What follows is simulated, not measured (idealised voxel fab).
Documented hereafter: the process module known as voxel transistor to metal.
We display cut, a cross-section 300 nm in width whose square cells are each 5 nm.
In what follows, cross-sections appear as grids of square cells, described through bands that run from the top down, where every band is one or more rows of cells.
Per band: top height and bottom height in nm, followed by the left-to-right materials and their widths in nm; "edge to edge" marks a single material spanning edge to edge, "blank" marks empty space.
Heights from 0 (as-received wafer is one material below). Bottom band endless downward, as "top 0, no bottom".
Per-row width for "30 to 40": begins at first number (top row of band), ends at second number (bottom row), increment between rows held constant.
Basically "all unchanged" means that step didn't change any cell in the cross-section.
Empty spaces counting at least 8 cells and having no open way to the top are listed in "Trapped void list". The notation width x height at distance is used for each, the distance being from the left edge and all three values in nm.
Note: text after step settings on the step line = simulator remark on that step.
overlay nm: where the mask lay relative to plan, measured to the right, on steps with a mask; negatives go left.
Note on reading: below, each pair holds a cross-section from before one process step and one from after it; the one from after shows only down to the lowest band that changed. Beneath the pair, the step in between is stated along with its settings. The pairs can stem from different runs of this module on the same starting wafer. Where a pair's entry headed "State before" says so, and only there, that pair continues from the pair above it.
## State before
> top 55, bottom 50: 50 nm TiN  5 nm blank  75 nm TiN  5 nm blank  50 nm TiN  5 nm blank  75 nm TiN  5 nm blank  30 nm TiN
> top 50, bottom 35: 45 nm lowk  5 nm TiN  5 nm blank  5 nm TiN  65 nm lowk  5 nm TiN  5 nm blank  5 nm TiN  40 nm lowk  5 nm TiN  5 nm blank  5 nm TiN  65 nm lowk  5 nm TiN  5 nm blank  5 nm TiN  25 nm lowk
> top 35, bottom 30: 45 nm lowk  15 nm TiN  65 nm lowk  15 nm TiN  40 nm lowk  15 nm TiN  65 nm lowk  15 nm TiN  25 nm lowk
> top 30, bottom 25: 45 nm SiN  5 nm TiN  75 nm SiN  5 nm TiN  50 nm SiN  5 nm TiN  75 nm SiN  5 nm TiN  35 nm SiN
> top 25, bottom 15: 35 nm SiO2  5 nm TiN  5 nm W  5 nm TiN  65 nm SiO2  5 nm TiN  5 nm W  5 nm TiN  40 nm SiO2  5 nm TiN  5 nm W  5 nm TiN  65 nm SiO2  5 nm TiN  5 nm W  5 nm TiN  35 nm SiO2
> top 15, bottom 5: 35 nm SiO2  5 nm TiN  5 nm W  5 nm TiN  15 nm SiO2  5 nm SiN  5 nm HfO2  5 nm TiN  5 nm W  5 nm TiN  5 nm HfO2  5 nm SiN  15 nm SiO2  5 nm TiN  5 nm W  5 nm TiN  40 nm SiO2  5 nm TiN  5 nm W  5 nm TiN  15 nm SiO2  5 nm SiN  5 nm HfO2  5 nm TiN  5 nm W  5 nm TiN  5 nm HfO2  5 nm SiN  15 nm SiO2  5 nm TiN  5 nm W  5 nm TiN  35 nm SiO2
> top 5, bottom 0: 35 nm SiO2  5 nm TiN  5 nm W  5 nm TiN  15 nm SiGe  5 nm SiN  5 nm HfO2  5 nm TiN  5 nm W  5 nm TiN  5 nm HfO2  5 nm SiN  15 nm SiGe  5 nm TiN  5 nm W  5 nm TiN  40 nm SiO2  5 nm TiN  5 nm W  5 nm TiN  15 nm SiGe  5 nm SiN  5 nm HfO2  5 nm TiN  5 nm W  5 nm TiN  5 nm HfO2  5 nm SiN  15 nm SiGe  5 nm TiN  5 nm W  5 nm TiN  35 nm SiO2
> top 0, bottom -5: 35 nm SiO2  5 nm TiN  5 nm W  5 nm TiN  15 nm SiGe  5 nm SiN  5 nm HfO2  15 nm TiN  5 nm HfO2  5 nm SiN  15 nm SiGe  5 nm TiN  5 nm W  5 nm TiN  40 nm SiO2  5 nm TiN  5 nm W  5 nm TiN  15 nm SiGe  5 nm SiN  5 nm HfO2  15 nm TiN  5 nm HfO2  5 nm SiN  15 nm SiGe  5 nm TiN  5 nm W  5 nm TiN  35 nm SiO2
> top -5, bottom -10: 35 nm SiO2  15 nm TiN  15 nm SiGe  35 nm HfO2  15 nm SiGe  15 nm TiN  40 nm SiO2  15 nm TiN  15 nm SiGe  35 nm HfO2  15 nm SiGe  15 nm TiN  35 nm SiO2
> top -10, bottom -25: 30 nm SiO2  35 nm SiGe  35 nm Si  35 nm SiGe  30 nm SiO2  35 nm SiGe  35 nm Si  35 nm SiGe  30 nm SiO2
> top -25, bottom -35: 30 nm SiO2  105 nm Si  30 nm SiO2  105 nm Si  30 nm SiO2
> top -35, no bottom: Si edge to edge
> Trapped void list: none
## Cut View, Post-Step
> top 60, bottom 55: W edge to edge
> top 55, bottom 50: 50 nm TiN  5 nm W  75 nm TiN  5 nm W  50 nm TiN  5 nm W  75 nm TiN  5 nm W  30 nm TiN
> top 50, bottom 35: 45 nm lowk  5 nm TiN  5 nm W  5 nm TiN  65 nm lowk  5 nm TiN  5 nm W  5 nm TiN  40 nm lowk  5 nm TiN  5 nm W  5 nm TiN  65 nm lowk  5 nm TiN  5 nm W  5 nm TiN  25 nm lowk
> Beneath the level 35, the cross-section is identical to its previous state.
> Trapped void list: none
It is this step that lies between the two cross-sections above: FILL_DEP,material W,thk nm 5
State before: identical to the post-step cross-section of the immediately preceding pair.
## Cut View, Post-Step
> top 50, bottom 35: 45 nm lowk  5 nm TiN  5 nm W  5 nm TiN  65 nm lowk  5 nm TiN  5 nm W  5 nm TiN  40 nm lowk  5 nm TiN  5 nm W  5 nm TiN  65 nm lowk  5 nm TiN  5 nm W  5 nm TiN  25 nm lowk
> Beneath the level 35, the cross-section is identical to its previous state.
> Trapped void list: none
It is this step that lies between the two cross-sections above: CMP,height nm 50
State before: identical to the post-step cross-section of the immediately preceding pair.
## Cut View, Post-Step
> top 55, bottom 50: SiCN edge to edge
> Beneath the level 50, the cross-section is identical to its previous state.
> Trapped void list: none
It is this step that lies between the two cross-sections above: CONFORMAL_DEP,material SiCN,thk nm 5
State before: identical to the post-step cross-section of the immediately preceding pair.
## Cut View, Post-Step
> top 85, bottom 55: lowk edge to edge
> Beneath the level 55, the cross-section is identical to its previous state.
> Trapped void list: none
It is this step that lies between the two cross-sections above: DIRECTIONAL_DEP,material lowk,thk nm 30
State before: identical to the post-step cross-section of the immediately preceding pair.
## Cut View, Post-Step
> top 105, bottom 85: 35 nm resist  15 nm blank  120 nm resist  15 nm blank  115 nm resist
> Beneath the level 85, the cross-section is identical to its previous state.
> Trapped void list: none
It is this step that lies between the two cross-sections above: PATTERN,tone open,mask id METAL_2,material resist,width nm 15,pitch nm 135,thk nm 20,overlay nm 0
State before: identical to the post-step cross-section of the immediately preceding pair.
## Cut View, Post-Step
> top 105, bottom 85: 35 nm resist  15 nm blank  120 nm resist  15 nm blank  115 nm resist
> top 85, bottom 65: 35 nm lowk  15 nm blank  120 nm lowk  15 nm blank  115 nm lowk
> Beneath the level 65, the cross-section is identical to its previous state.
> Trapped void list: none
It is this step that lies between the two cross-sections above: DIRECTIONAL_ETCH,etch materials lowk,depth nm 20
State before: identical to the post-step cross-section of the immediately preceding pair.
## Cut View, Post-Step
> top 85, bottom 65: 35 nm lowk  15 nm blank  120 nm lowk  15 nm blank  115 nm lowk
> Beneath the level 65, the cross-section is identical to its previous state.
> Trapped void list: none
It is this step that lies between the two cross-sections above: STRIP,etch materials resist
State before: identical to the post-step cross-section of the immediately preceding pair.
## Cut View, Post-Step
> top 105, bottom 85: 35 nm resist  15 nm blank  120 nm resist  15 nm blank  115 nm resist
> Beneath the level 85, the cross-section is identical to its previous state.
> Trapped void list: none
It is this step that lies between the two cross-sections above: PATTERN,tone open,mask id METAL_2_HOLES,material resist,width nm 15,pitch nm 135,thk nm 20,overlay nm 0
State before: identical to the post-step cross-section of the immediately preceding pair.
## Cut View, Post-Step
> top 105, bottom 85: 35 nm resist  15 nm blank  120 nm resist  15 nm blank  115 nm resist
> top 85, bottom 55: 35 nm lowk  15 nm blank  120 nm lowk  15 nm blank  115 nm lowk
> Beneath the level 55, the cross-section is identical to its previous state.
> Trapped void list: none
It is this step that lies between the two cross-sections above: DIRECTIONAL_ETCH,etch materials lowk,depth nm 10
State before: identical to the post-step cross-section of the immediately preceding pair.
## Cut View, Post-Step
> top 105, bottom 85: 35 nm resist  15 nm blank  120 nm resist  15 nm blank  115 nm resist
> top 85, bottom 55: 35 nm lowk  15 nm blank  120 nm lowk  15 nm blank  115 nm lowk
> top 55, bottom 50: 35 nm SiCN  15 nm blank  120 nm SiCN  15 nm blank  115 nm SiCN
> Beneath the level 50, the cross-section is identical to its previous state.
> Trapped void list: none
It is this step that lies between the two cross-sections above: DIRECTIONAL_ETCH,etch materials SiCN,depth nm 5
State before: identical to the post-step cross-section of the immediately preceding pair.
## Cut View, Post-Step
> top 85, bottom 55: 35 nm lowk  15 nm blank  120 nm lowk  15 nm blank  115 nm lowk
> Beneath the level 55, the cross-section is identical to its previous state.
> Trapped void list: none
It is this step that lies between the two cross-sections above: STRIP,etch materials resist
State before: identical to the post-step cross-section of the immediately preceding pair.
## Cut View, Post-Step
> top 90, bottom 85: 40 nm TiN  5 nm blank  130 nm TiN  5 nm blank  120 nm TiN
> top 85, bottom 55: 35 nm lowk  5 nm TiN  5 nm blank  5 nm TiN  120 nm lowk  5 nm TiN  5 nm blank  5 nm TiN  115 nm lowk
> top 55, bottom 50: 35 nm SiCN  15 nm TiN  120 nm SiCN  15 nm TiN  115 nm SiCN
> Beneath the level 50, the cross-section is identical to its previous state.
> Trapped void list: none
It is this step that lies between the two cross-sections above: CONFORMAL_DEP,material TiN,thk nm 5
State before: identical to the post-step cross-section of the immediately preceding pair.
## Cut View, Post-Step
> top 95, bottom 90: Ru edge to edge
> top 90, bottom 85: 40 nm TiN  5 nm Ru  130 nm TiN  5 nm Ru  120 nm TiN
> top 85, bottom 55: 35 nm lowk  5 nm TiN  5 nm Ru  5 nm TiN  120 nm lowk  5 nm TiN  5 nm Ru  5 nm TiN  115 nm lowk
> Beneath the level 55, the cross-section is identical to its previous state.
> Trapped void list: none
It is this step that lies between the two cross-sections above: FILL_DEP,material Ru,thk nm 5
State before: identical to the post-step cross-section of the immediately preceding pair.
## Cut View, Post-Step
> top 85, bottom 55: 35 nm lowk  5 nm TiN  5 nm Ru  5 nm TiN  120 nm lowk  5 nm TiN  5 nm Ru  5 nm TiN  115 nm lowk
> Beneath the level 55, the cross-section is identical to its previous state.
> Trapped void list: none
It is this step that lies between the two cross-sections above: CMP,height nm 85
State before: identical to the post-step cross-section of the immediately preceding pair.
## Cut View, Post-Step
> top 90, bottom 85: SiCN edge to edge
> Beneath the level 85, the cross-section is identical to its previous state.
> Trapped void list: none
It is this step that lies between the two cross-sections above: CONFORMAL_DEP,material SiCN,thk nm 5
## State before
> top 30, bottom 25: SiN edge to edge
> top 25, bottom 15: 35 nm SiO2  5 nm TiN  5 nm W  5 nm TiN  65 nm SiO2  5 nm TiN  5 nm W  5 nm TiN  40 nm SiO2  5 nm TiN  5 nm W  5 nm TiN  65 nm SiO2  5 nm TiN  5 nm W  5 nm TiN  35 nm SiO2
> top 15, bottom 5: 35 nm SiO2  5 nm TiN  5 nm W  5 nm TiN  15 nm SiO2  5 nm SiN  5 nm HfO2  5 nm TiN  5 nm W  5 nm TiN  5 nm HfO2  5 nm SiN  15 nm SiO2  5 nm TiN  5 nm W  5 nm TiN  40 nm SiO2  5 nm TiN  5 nm W  5 nm TiN  15 nm SiO2  5 nm SiN  5 nm HfO2  5 nm TiN  5 nm W  5 nm TiN  5 nm HfO2  5 nm SiN  15 nm SiO2  5 nm TiN  5 nm W  5 nm TiN  35 nm SiO2
> top 5, bottom 0: 35 nm SiO2  5 nm TiN  5 nm W  5 nm TiN  15 nm SiGe  5 nm SiN  5 nm HfO2  5 nm TiN  5 nm W  5 nm TiN  5 nm HfO2  5 nm SiN  15 nm SiGe  5 nm TiN  5 nm W  5 nm TiN  40 nm SiO2  5 nm TiN  5 nm W  5 nm TiN  15 nm SiGe  5 nm SiN  5 nm HfO2  5 nm TiN  5 nm W  5 nm TiN  5 nm HfO2  5 nm SiN  15 nm SiGe  5 nm TiN  5 nm W  5 nm TiN  35 nm SiO2
> top 0, bottom -5: 35 nm SiO2  5 nm TiN  5 nm W  5 nm TiN  15 nm SiGe  5 nm SiN  5 nm HfO2  15 nm TiN  5 nm HfO2  5 nm SiN  15 nm SiGe  5 nm TiN  5 nm W  5 nm TiN  40 nm SiO2  5 nm TiN  5 nm W  5 nm TiN  15 nm SiGe  5 nm SiN  5 nm HfO2  15 nm TiN  5 nm HfO2  5 nm SiN  15 nm SiGe  5 nm TiN  5 nm W  5 nm TiN  35 nm SiO2
> top -5, bottom -10: 35 nm SiO2  15 nm TiN  15 nm SiGe  35 nm HfO2  15 nm SiGe  15 nm TiN  40 nm SiO2  15 nm TiN  15 nm SiGe  35 nm HfO2  15 nm SiGe  15 nm TiN  35 nm SiO2
> top -10, bottom -25: 30 nm SiO2  35 nm SiGe  35 nm Si  35 nm SiGe  30 nm SiO2  35 nm SiGe  35 nm Si  35 nm SiGe  30 nm SiO2
> top -25, bottom -35: 30 nm SiO2  105 nm Si  30 nm SiO2  105 nm Si  30 nm SiO2
> top -35, no bottom: Si edge to edge
> Trapped void list: none
## Cut View, Post-Step
> top 50, bottom 30: aC edge to edge
> Beneath the level 30, the cross-section is identical to its previous state.
> Trapped void list: none
It is this step that lies between the two cross-sections above: DIRECTIONAL_DEP,material aC,thk nm 20
State before: identical to the post-step cross-section of the immediately preceding pair.
## Cut View, Post-Step
> top 55, bottom 50: TiN edge to edge
> Beneath the level 50, the cross-section is identical to its previous state.
> Trapped void list: none
It is this step that lies between the two cross-sections above: CONFORMAL_DEP,material TiN,thk nm 5
State before: identical to the post-step cross-section of the immediately preceding pair.
## Cut View, Post-Step
> top 60, bottom 55: W edge to edge
> Beneath the level 55, the cross-section is identical to its previous state.
> Trapped void list: none
It is this step that lies between the two cross-sections above: FILL_DEP,material W,thk nm 5
State before: identical to the post-step cross-section of the immediately preceding pair.
## Cut View, Post-Step
> top 50, bottom 30: aC edge to edge
> Beneath the level 30, the cross-section is identical to its previous state.
> Trapped void list: none
It is this step that lies between the two cross-sections above: CMP,height nm 50
State before: identical to the post-step cross-section of the immediately preceding pair.
## Cut View, Post-Step
> top 55, bottom 50: SiCN edge to edge
> Beneath the level 50, the cross-section is identical to its previous state.
> Trapped void list: none
It is this step that lies between the two cross-sections above: CONFORMAL_DEP,material SiCN,thk nm 5
State before: identical to the post-step cross-section of the immediately preceding pair.
## Cut View, Post-Step
> top 85, bottom 55: lowk edge to edge
> Beneath the level 55, the cross-section is identical to its previous state.
> Trapped void list: none
It is this step that lies between the two cross-sections above: DIRECTIONAL_DEP,material lowk,thk nm 30
State before: identical to the post-step cross-section of the immediately preceding pair.
## Cut View, Post-Step
> top 105, bottom 85: 35 nm resist  15 nm blank  120 nm resist  15 nm blank  115 nm resist
> Beneath the level 85, the cross-section is identical to its previous state.
> Trapped void list: none
It is this step that lies between the two cross-sections above: PATTERN,tone open,mask id METAL_2,material resist,width nm 15,pitch nm 135,thk nm 20,overlay nm 0
State before: identical to the post-step cross-section of the immediately preceding pair.
## Cut View, Post-Step
> top 105, bottom 85: 35 nm resist  15 nm blank  120 nm resist  15 nm blank  115 nm resist
> top 85, bottom 65: 35 nm lowk  15 nm blank  120 nm lowk  15 nm blank  115 nm lowk
> Beneath the level 65, the cross-section is identical to its previous state.
> Trapped void list: none
It is this step that lies between the two cross-sections above: DIRECTIONAL_ETCH,etch materials lowk,depth nm 20
State before: identical to the post-step cross-section of the immediately preceding pair.
## Cut View, Post-Step
> top 85, bottom 65: 35 nm lowk  15 nm blank  120 nm lowk  15 nm blank  115 nm lowk
> Beneath the level 65, the cross-section is identical to its previous state.
> Trapped void list: none
It is this step that lies between the two cross-sections above: STRIP,etch materials resist
State before: identical to the post-step cross-section of the immediately preceding pair.
## Cut View, Post-Step
> top 105, bottom 85: 35 nm resist  15 nm blank  120 nm resist  15 nm blank  115 nm resist
> Beneath the level 85, the cross-section is identical to its previous state.
> Trapped void list: none
It is this step that lies between the two cross-sections above: PATTERN,tone open,mask id METAL_2_HOLES,material resist,width nm 15,pitch nm 135,thk nm 20,overlay nm 0
State before: identical to the post-step cross-section of the immediately preceding pair.
## Cut View, Post-Step
> top 105, bottom 85: 35 nm resist  15 nm blank  120 nm resist  15 nm blank  115 nm resist
> top 85, bottom 55: 35 nm lowk  15 nm blank  120 nm lowk  15 nm blank  115 nm lowk
> Beneath the level 55, the cross-section is identical to its previous state.
> Trapped void list: none
It is this step that lies between the two cross-sections above: DIRECTIONAL_ETCH,etch materials lowk,depth nm 10
State before: identical to the post-step cross-section of the immediately preceding pair.
## Cut View, Post-Step
> top 105, bottom 85: 35 nm resist  15 nm blank  120 nm resist  15 nm blank  115 nm resist
> top 85, bottom 55: 35 nm lowk  15 nm blank  120 nm lowk  15 nm blank  115 nm lowk
> top 55, bottom 50: 35 nm SiCN  15 nm blank  120 nm SiCN  15 nm blank  115 nm SiCN
> Beneath the level 50, the cross-section is identical to its previous state.
> Trapped void list: none
It is this step that lies between the two cross-sections above: DIRECTIONAL_ETCH,etch materials SiCN,depth nm 5
State before: identical to the post-step cross-section of the immediately preceding pair.
## Cut View, Post-Step
> top 85, bottom 55: 35 nm lowk  15 nm blank  120 nm lowk  15 nm blank  115 nm lowk
> Beneath the level 55, the cross-section is identical to its previous state.
> Trapped void list: none
It is this step that lies between the two cross-sections above: STRIP,etch materials resist
State before: identical to the post-step cross-section of the immediately preceding pair.
## Cut View, Post-Step
> top 90, bottom 85: 40 nm TiN  5 nm blank  130 nm TiN  5 nm blank  120 nm TiN
> top 85, bottom 55: 35 nm lowk  5 nm TiN  5 nm blank  5 nm TiN  120 nm lowk  5 nm TiN  5 nm blank  5 nm TiN  115 nm lowk
> top 55, bottom 50: 35 nm SiCN  15 nm TiN  120 nm SiCN  15 nm TiN  115 nm SiCN
> Beneath the level 50, the cross-section is identical to its previous state.
> Trapped void list: none
It is this step that lies between the two cross-sections above: CONFORMAL_DEP,material TiN,thk nm 5
State before: identical to the post-step cross-section of the immediately preceding pair.
## Cut View, Post-Step
> top 95, bottom 90: Ru edge to edge
> top 90, bottom 85: 40 nm TiN  5 nm Ru  130 nm TiN  5 nm Ru  120 nm TiN
> top 85, bottom 55: 35 nm lowk  5 nm TiN  5 nm Ru  5 nm TiN  120 nm lowk  5 nm TiN  5 nm Ru  5 nm TiN  115 nm lowk
> Beneath the level 55, the cross-section is identical to its previous state.
> Trapped void list: none
It is this step that lies between the two cross-sections above: FILL_DEP,material Ru,thk nm 5
State before: identical to the post-step cross-section of the immediately preceding pair.
## Cut View, Post-Step
> top 85, bottom 55: 35 nm lowk  5 nm TiN  5 nm Ru  5 nm TiN  120 nm lowk  5 nm TiN  5 nm Ru  5 nm TiN  115 nm lowk
> Beneath the level 55, the cross-section is identical to its previous state.
> Trapped void list: none
It is this step that lies between the two cross-sections above: CMP,height nm 85
State before: identical to the post-step cross-section of the immediately preceding pair.
## Cut View, Post-Step
> top 90, bottom 85: SiCN edge to edge
> Beneath the level 85, the cross-section is identical to its previous state.
> Trapped void list: none
It is this step that lies between the two cross-sections above: CONFORMAL_DEP,material SiCN,thk nm 5
## State before
> top 85, bottom 55: lowk edge to edge
> top 55, bottom 50: SiCN edge to edge
> top 50, bottom 30: 35 nm lowk  5 nm TiN  5 nm W  5 nm TiN  65 nm lowk  5 nm TiN  5 nm W  5 nm TiN  40 nm lowk  5 nm TiN  5 nm W  5 nm TiN  65 nm lowk  5 nm TiN  5 nm W  5 nm TiN  35 nm lowk
> top 30, bottom 25: 35 nm SiN  15 nm TiN  65 nm SiN  15 nm TiN  40 nm SiN  15 nm TiN  65 nm SiN  15 nm TiN  35 nm SiN
> top 25, bottom 15: 35 nm SiO2  5 nm TiN  5 nm W  5 nm TiN  65 nm SiO2  5 nm TiN  5 nm W  5 nm TiN  40 nm SiO2  5 nm TiN  5 nm W  5 nm TiN  65 nm SiO2  5 nm TiN  5 nm W  5 nm TiN  35 nm SiO2
> top 15, bottom 5: 35 nm SiO2  5 nm TiN  5 nm W  5 nm TiN  15 nm SiO2  5 nm SiN  5 nm HfO2  5 nm TiN  5 nm W  5 nm TiN  5 nm HfO2  5 nm SiN  15 nm SiO2  5 nm TiN  5 nm W  5 nm TiN  40 nm SiO2  5 nm TiN  5 nm W  5 nm TiN  15 nm SiO2  5 nm SiN  5 nm HfO2  5 nm TiN  5 nm W  5 nm TiN  5 nm HfO2  5 nm SiN  15 nm SiO2  5 nm TiN  5 nm W  5 nm TiN  35 nm SiO2
> top 5, bottom 0: 35 nm SiO2  5 nm TiN  5 nm W  5 nm TiN  15 nm SiGe  5 nm SiN  5 nm HfO2  5 nm TiN  5 nm W  5 nm TiN  5 nm HfO2  5 nm SiN  15 nm SiGe  5 nm TiN  5 nm W  5 nm TiN  40 nm SiO2  5 nm TiN  5 nm W  5 nm TiN  15 nm SiGe  5 nm SiN  5 nm HfO2  5 nm TiN  5 nm W  5 nm TiN  5 nm HfO2  5 nm SiN  15 nm SiGe  5 nm TiN  5 nm W  5 nm TiN  35 nm SiO2
> top 0, bottom -5: 35 nm SiO2  5 nm TiN  5 nm W  5 nm TiN  15 nm SiGe  5 nm SiN  5 nm HfO2  15 nm TiN  5 nm HfO2  5 nm SiN  15 nm SiGe  5 nm TiN  5 nm W  5 nm TiN  40 nm SiO2  5 nm TiN  5 nm W  5 nm TiN  15 nm SiGe  5 nm SiN  5 nm HfO2  15 nm TiN  5 nm HfO2  5 nm SiN  15 nm SiGe  5 nm TiN  5 nm W  5 nm TiN  35 nm SiO2
> top -5, bottom -10: 35 nm SiO2  15 nm TiN  15 nm SiGe  35 nm HfO2  15 nm SiGe  15 nm TiN  40 nm SiO2  15 nm TiN  15 nm SiGe  35 nm HfO2  15 nm SiGe  15 nm TiN  35 nm SiO2
> top -10, bottom -25: 30 nm SiO2  35 nm SiGe  35 nm Si  35 nm SiGe  30 nm SiO2  35 nm SiGe  35 nm Si  35 nm SiGe  30 nm SiO2
> top -25, bottom -35: 30 nm SiO2  105 nm Si  30 nm SiO2  105 nm Si  30 nm SiO2
> top -35, no bottom: Si edge to edge
> Trapped void list: none
## Cut View, Post-Step
> top 105, bottom 85: 35 nm blank  15 nm resist  120 nm blank  15 nm resist  115 nm blank
> Beneath the level 85, the cross-section is identical to its previous state.
> Trapped void list: none
It is this step that lies between the two cross-sections above: PATTERN,tone cover,mask id METAL_2,material resist,width nm 15,pitch nm 135,thk nm 20,overlay nm 0
State before: identical to the post-step cross-section of the immediately preceding pair.
## Cut View, Post-Step
> top 105, bottom 85: 35 nm blank  15 nm resist  120 nm blank  15 nm resist  115 nm blank
> top 85, bottom 65: 35 nm blank  15 nm lowk  120 nm blank  15 nm lowk  115 nm blank
> Beneath the level 65, the cross-section is identical to its previous state.
> Trapped void list: none
It is this step that lies between the two cross-sections above: DIRECTIONAL_ETCH,etch materials lowk,depth nm 20
State before: identical to the post-step cross-section of the immediately preceding pair.
## Cut View, Post-Step
> top 85, bottom 65: 35 nm blank  15 nm lowk  120 nm blank  15 nm lowk  115 nm blank
> Beneath the level 65, the cross-section is identical to its previous state.
> Trapped void list: none
It is this step that lies between the two cross-sections above: STRIP,etch materials resist
State before: identical to the post-step cross-section of the immediately preceding pair.
## Cut View, Post-Step
> top 105, bottom 85: 35 nm resist  15 nm blank  120 nm resist  15 nm blank  115 nm resist
> top 85, bottom 65: 35 nm resist  15 nm lowk  120 nm resist  15 nm lowk  115 nm resist
> Beneath the level 65, the cross-section is identical to its previous state.
> Trapped void list: none
It is this step that lies between the two cross-sections above: PATTERN,tone open,mask id METAL_2_HOLES,material resist,width nm 15,pitch nm 135,thk nm 20,overlay nm 0
State before: identical to the post-step cross-section of the immediately preceding pair.
## Cut View, Post-Step
> top 105, bottom 75: 35 nm resist  15 nm blank  120 nm resist  15 nm blank  115 nm resist
> Beneath the level 75, the cross-section is identical to its previous state.
> Trapped void list: none
It is this step that lies between the two cross-sections above: DIRECTIONAL_ETCH,etch materials lowk,depth nm 10
State before: identical to the post-step cross-section of the immediately preceding pair.
## Cut View, Post-Step
> top 75, bottom 65: 35 nm blank  15 nm lowk  120 nm blank  15 nm lowk  115 nm blank
> Beneath the level 65, the cross-section is identical to its previous state.
> Trapped void list: none
It is this step that lies between the two cross-sections above: STRIP,etch materials resist
State before: identical to the post-step cross-section of the immediately preceding pair.
## Cut View, Post-Step
> top 80, bottom 75: 30 nm blank  25 nm TiN  110 nm blank  25 nm TiN  110 nm blank
> top 75, bottom 70: 30 nm blank  5 nm TiN  15 nm lowk  5 nm TiN  110 nm blank  5 nm TiN  15 nm lowk  5 nm TiN  110 nm blank
> top 70, bottom 65: 35 nm TiN  15 nm lowk  120 nm TiN  15 nm lowk  115 nm TiN
> Beneath the level 65, the cross-section is identical to its previous state.
> Trapped void list: none
It is this step that lies between the two cross-sections above: CONFORMAL_DEP,material TiN,thk nm 5
State before: identical to the post-step cross-section of the immediately preceding pair.
## Cut View, Post-Step
> top 85, bottom 80: Ru edge to edge
> top 80, bottom 75: 30 nm Ru  25 nm TiN  110 nm Ru  25 nm TiN  110 nm Ru
> top 75, bottom 70: 30 nm Ru  5 nm TiN  15 nm lowk  5 nm TiN  110 nm Ru  5 nm TiN  15 nm lowk  5 nm TiN  110 nm Ru
> Beneath the level 70, the cross-section is identical to its previous state.
> Trapped void list: none
It is this step that lies between the two cross-sections above: FILL_DEP,material Ru,thk nm 5
State before: identical to the post-step cross-section of the immediately preceding pair.
## Cut View, Post-Step
> top 90, bottom 85: SiCN edge to edge
> Beneath the level 85, the cross-section is identical to its previous state.
> Trapped void list: none
It is this step that lies between the two cross-sections above: CONFORMAL_DEP,material SiCN,thk nm 5
